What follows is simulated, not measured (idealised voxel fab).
process module | voxel lift off
cross-section cut | 205 nm wide | cells 5 nm
A cross-section is a grid of square cells, given in bands from the top down. A band is one or more rows of cells.
Each band's line starts with the height of the band's top and of its bottom, in nm. Then come its materials from left to right, each with its width in nm. One material with "throughout" fills the band from edge to edge. "air" is empty space.
Height 0 is the level under which the wafer as received is all one material. The lowest band goes on downwards, as in "0 down".
A width such as "30 to 40" changes by the same amount from each row of cells to the next, from the band's top row to its bottom row.
"no change" after a step means that no cell of the cross-section changed.
closed voids: empty space of 8 cells or more with no open way to the top, each as width x height at its distance from the left edge, in nm
after a step's settings: what the simulator itself notes on the step
overlay nm, on a step with a mask: how far to the right of its planned place the mask lay; to the left if negative
plan
1 op RECEIVE | material Si
2 op CONFORMAL_DEP | material SiN | thk nm 15
3 op PATTERN | tone open | mask id LINES | material resist | width nm 15 | pitch nm 40 | thk nm 25 | overlay nm 0
4 op DIRECTIONAL_DEP | material Ru | thk nm 15
5 op STRIP | etch materials resist
6 op CONFORMAL_DEP | material SiN | thk nm 10
as received, after step 1
  0 down: Si throughout
  closed voids: none
first wafer at the end, as planned
  40 to 30: air 45 | SiN 35 | air 5 | SiN 35 | air 5 | SiN 35 | air 45
  30 to 25: air 45 | SiN 10 | Ru 15 | SiN 10 | air 5 | SiN 10 | Ru 15 | SiN 10 | air 5 | SiN 10 | Ru 15 | SiN 10 | air 45
  25 to 15: SiN 55 | Ru 15 | SiN 25 | Ru 15 | SiN 25 | Ru 15 | SiN 55
  15 to 0: SiN throughout
  0 down: Si throughout
  closed voids: none
second wafer at the end: like start, like plan, one mistake
  40 to 30: air 45 | SiN 120 | air 40
  30 to 25: air 45 | SiN 10 | Ru 20 | SiN 20 | Ru 20 | SiN 20 | Ru 20 | SiN 10 | air 40
  25 to 15: SiN 55 | Ru 20 | SiN 20 | Ru 20 | SiN 20 | Ru 20 | SiN 50
  15 to 0: SiN throughout
  0 down: Si throughout
  closed voids: none
what went wrong: step 3 ran as: op PATTERN | tone open | mask id LINES | material resist | width nm 20 | pitch nm 40 | thk nm 25 | overlay nm 0
at the end the second wafer has, in cells: 9 more of Ru
